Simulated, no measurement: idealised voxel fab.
process module | voxel gate over fins
cross-section cut | 155 nm wide | cells 5 nm
A cross-section is a grid of square cells, given in bands from the top down. A band is one or more rows of cells.
Each band's line starts with the height of the band's top and of its bottom, in nm. Then come its materials from left to right, each with its width in nm. One material with "throughout" fills the band from edge to edge. "air" is empty space.
Height 0 is the level under which the wafer as received is all one material. The lowest band goes on downwards, as in "0 down".
A width such as "30 to 40" changes by the same amount from each row of cells to the next, from the band's top row to its bottom row.
"no change" after a step means that no cell of the cross-section changed.
closed voids: empty space of 8 cells or more with no open way to the top, each as width x height at its distance from the left edge, in nm
after a step's settings: what the simulator itself notes on the step
overlay nm, on a step with a mask: how far to the right of its planned place the mask lay; to the left if negative
plan
1 op RECEIVE | material Si
2 op CONFORMAL_DEP | material SiN | thk nm 10
3 op MASKED_ETCH | tone cover | mask id FINS | width nm 15 | pitch nm 55 | etch materials SiN | depth nm 10 | overlay nm 0
4 op MASKED_ETCH | tone cover | mask id FINS | width nm 15 | pitch nm 55 | etch materials Si | depth nm 30 | overlay nm 0
5 op FILL_DEP | material SiO2 | thk nm 10
6 op CMP | height nm 10
7 op DIRECTIONAL_DEP | material aC | thk nm 10
8 op PATTERN | tone open | mask id RAIL | material resist | width nm 15 | thk nm 25 | overlay nm 0
9 op DIRECTIONAL_ETCH | etch materials aC | depth nm 10
10 op STRIP | etch materials resist
11 op DIRECTIONAL_ETCH | etch materials SiO2 | depth nm 35
12 op STRIP | etch materials aC
13 op CONFORMAL_DEP | material TiN | thk nm 5
14 op FILL_DEP | material W | thk nm 5
15 op CMP | height nm 10
16 op SELECTIVE_ETCH | etch materials W Ru TiN | depth nm 30
17 op FILL_DEP | material SiO2 | thk nm 5
18 op CMP | height nm 10
19 op SELECTIVE_ETCH | etch materials SiO2 | depth nm 25
20 op STRIP | etch materials SiN
21 op CONFORMAL_DEP | material HfO2 | thk nm 5
22 op CONFORMAL_DEP | material TiN | thk nm 5
23 op FILL_DEP | material W | thk nm 15
24 op CMP | height nm 20
25 op CONFORMAL_DEP | material SiCN | thk nm 10
as received, after step 1
  0 down: Si throughout
  closed voids: none
first wafer at the end, as planned
  30 to 20: SiCN throughout
  20 to 10: W throughout
  10 to 5: W 30 | TiN 35 | W 20 | TiN 35 | W 35
  5 to 0: W 30 | TiN 5 | HfO2 25 | TiN 5 | W 20 | TiN 5 | HfO2 25 | TiN 5 | W 35
  0 to -5: W 30 | TiN 5 | HfO2 5 | Si 15 | HfO2 5 | TiN 5 | W 20 | TiN 5 | HfO2 5 | Si 15 | HfO2 5 | TiN 5 | W 35
  -5 to -10: TiN 35 | HfO2 5 | Si 15 | HfO2 5 | TiN 30 | HfO2 5 | Si 15 | HfO2 5 | TiN 40
  -10 to -15: HfO2 40 | Si 15 | HfO2 40 | Si 15 | HfO2 45
  -15 to -20: SiO2 40 | Si 15 | SiO2 40 | Si 15 | SiO2 45
  -20 to -25: SiO2 40 | Si 15 | SiO2 10 | TiN 15 | SiO2 15 | Si 15 | SiO2 45
  -25 to -30: SiO2 40 | Si 15 | SiO2 40 | Si 15 | SiO2 45
  -30 down: Si throughout
  closed voids: none
second wafer at the end: like start, like plan, one mistake
  30 to 20: SiCN throughout
  20 to 5: W throughout
  5 to 0: W 35 | TiN 25 | W 30 | TiN 25 | W 40
  0 to -10: W 35 | TiN 5 | Si 15 | TiN 5 | W 30 | TiN 5 | Si 15 | TiN 5 | W 40
  -10 to -15: TiN 40 | Si 15 | TiN 40 | Si 15 | TiN 45
  -15 to -20: SiO2 40 | Si 15 | SiO2 40 | Si 15 | SiO2 45
  -20 to -25: SiO2 40 | Si 15 | SiO2 10 | TiN 15 | SiO2 15 | Si 15 | SiO2 45
  -25 to -30: SiO2 40 | Si 15 | SiO2 40 | Si 15 | SiO2 45
  -30 down: Si throughout
  closed voids: none
what went wrong: step 21 was left out
at the end the second wafer has, in cells: 43 fewer of HfO2 | 43 more of W
